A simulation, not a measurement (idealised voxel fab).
This section sets out a process module, namely voxel plated lines.
This is section cut - it's 215 nm across, gridded in 5 nm square cells.
We lay out every cross-section as a grid of square cells and spell it out in bands from the top down, where one band means one or more rows of cells. In this notation a band is specified by the heights of its top and bottom, in that order and in nm, after which its materials appear from left to right, each paired with its width in nm. The word "edge to edge" attached to a single material means that material fills the band from edge to edge; the word "blank" stands for empty space. Beneath 0, the wafer as received is one material, and that level is where height counting begins. The lowest band goes on downward without a bottom; it is written like "0 and below". The notation "30->40" denotes a width that varies across the rows of cells in the band, beginning at the first number in the top row, finishing at the second number in the bottom row, and changing by an identical amount from each row to the next. "remains unaltered" (step): cross-section cells unchanged, all of them. The entry titled "Sealed internal cavities" provides the empty spaces that have no open way to the top, restricted to those of 8 cells or more. Each is presented as width x height at distance, the distance being measured from the left edge, with all three in nm. It should be noted that, on the line of a given step, the content following the step's settings is a remark produced by the simulator itself with respect to that step. "overlay nm", when on a step's line for a step with a mask, measures how far to the right of its planned place the mask lay; a negative measure means to the left.
INTENDED PROCESS STEPS
1: op RECEIVE | material Si
2: op CONFORMAL_DEP | material SiN | thk nm 15
3: op DIRECTIONAL_DEP | material TiN | thk nm 5
4: op PATTERN | tone open | mask id LINES | material resist | width nm 25 | pitch nm 55 | thk nm 30 | overlay nm 0
5: op EPI | material Ru | thk nm 5
6: op EPI | material Ru | thk nm 5
7: op STRIP | etch materials resist
8: op DIRECTIONAL_ETCH | etch materials TiN | depth nm 5
9: op CONFORMAL_DEP | material SiO2 | thk nm 5
FIRST OUT OF TWO WAFERS; RUN WENT TO PLAN
AS-RECEIVED STATE OF THE WAFER IN CROSS-SECTION, EQUIVALENT TO POST-STEP 1
* 0 and below = Si edge to edge
* Sealed internal cavities: none
UPON COMPLETION OF STEP 2, THE WAFER APPEARS IN CROSS-SECTION AS SHOWN
* 15 down to 0 = SiN edge to edge
* No changes below 0.
UPON COMPLETION OF STEP 3, THE WAFER APPEARS IN CROSS-SECTION AS SHOWN
* 20 down to 15 = TiN edge to edge
* No changes below 15.
UPON COMPLETION OF STEP 4, THE WAFER APPEARS IN CROSS-SECTION AS SHOWN
* 50 down to 20 = resist 40 nm | blank 25 nm | resist 30 nm | blank 25 nm | resist 30 nm | blank 25 nm | resist 40 nm
* No changes below 20.
UPON COMPLETION OF STEP 5, THE WAFER APPEARS IN CROSS-SECTION AS SHOWN
* 50 down to 25 = resist 40 nm | blank 25 nm | resist 30 nm | blank 25 nm | resist 30 nm | blank 25 nm | resist 40 nm
* 25 down to 20 = resist 40 nm | Ru 25 nm | resist 30 nm | Ru 25 nm | resist 30 nm | Ru 25 nm | resist 40 nm
* No changes below 20.
UPON COMPLETION OF STEP 6, THE WAFER APPEARS IN CROSS-SECTION AS SHOWN
* 50 down to 30 = resist 40 nm | blank 25 nm | resist 30 nm | blank 25 nm | resist 30 nm | blank 25 nm | resist 40 nm
* 30 down to 20 = resist 40 nm | Ru 25 nm | resist 30 nm | Ru 25 nm | resist 30 nm | Ru 25 nm | resist 40 nm
* No changes below 20.
UPON COMPLETION OF STEP 7, THE WAFER APPEARS IN CROSS-SECTION AS SHOWN
* 30 down to 20 = blank 40 nm | Ru 25 nm | blank 30 nm | Ru 25 nm | blank 30 nm | Ru 25 nm | blank 40 nm
* No changes below 20.
UPON COMPLETION OF STEP 8, THE WAFER APPEARS IN CROSS-SECTION AS SHOWN
* 30 down to 20 = blank 40 nm | Ru 25 nm | blank 30 nm | Ru 25 nm | blank 30 nm | Ru 25 nm | blank 40 nm
* 20 down to 15 = blank 40 nm | TiN 25 nm | blank 30 nm | TiN 25 nm | blank 30 nm | TiN 25 nm | blank 40 nm
* No changes below 15.
UPON COMPLETION OF STEP 9, THE WAFER APPEARS IN CROSS-SECTION AS SHOWN
* 35 down to 30 = blank 35 nm | SiO2 35 nm | blank 20 nm | SiO2 35 nm | blank 20 nm | SiO2 35 nm | blank 35 nm
* 30 down to 20 = blank 35 nm | SiO2 5 nm | Ru 25 nm | SiO2 5 nm | blank 20 nm | SiO2 5 nm | Ru 25 nm | SiO2 5 nm | blank 20 nm | SiO2 5 nm | Ru 25 nm | SiO2 5 nm | blank 35 nm
* 20 down to 15 = SiO2 40 nm | TiN 25 nm | SiO2 30 nm | TiN 25 nm | SiO2 30 nm | TiN 25 nm | SiO2 40 nm
* No changes below 15.
IT IS TO BE NOTED THAT THE SECOND WAFER PROCEEDED FROM THE SAME INITIAL STATE AND ACCORDING TO THE SAME PLAN AS THE FIRST, ALTHOUGH ONE MISTAKE WAS COMMITTED IN ITS EXECUTION; THROUGH STEP 8, INCLUSIVE, THE TWO WAFERS SHARE AN IDENTICAL HISTORY
CROSS-SECTION OF THE SECOND WAFER CORRESPONDING TO THE PLANNED CONCLUSION OF STEP 9
* 45 down to 30 = blank 25 nm | SiO2 165 nm | blank 25 nm
* 30 down to 20 = SiO2 40 nm | Ru 25 nm | SiO2 30 nm | Ru 25 nm | SiO2 30 nm | Ru 25 nm | SiO2 40 nm
* 20 down to 15 = SiO2 40 nm | TiN 25 nm | SiO2 30 nm | TiN 25 nm | SiO2 30 nm | TiN 25 nm | SiO2 40 nm
* No changes below 15.
Where did the run depart from the plan? step 9 did not use the planned setting and instead ran as op CONFORMAL_DEP | material SiO2 | thk nm 15
Count the cells at the end and the second wafer has more or fewer of some materials than the first: 122 more of SiO2
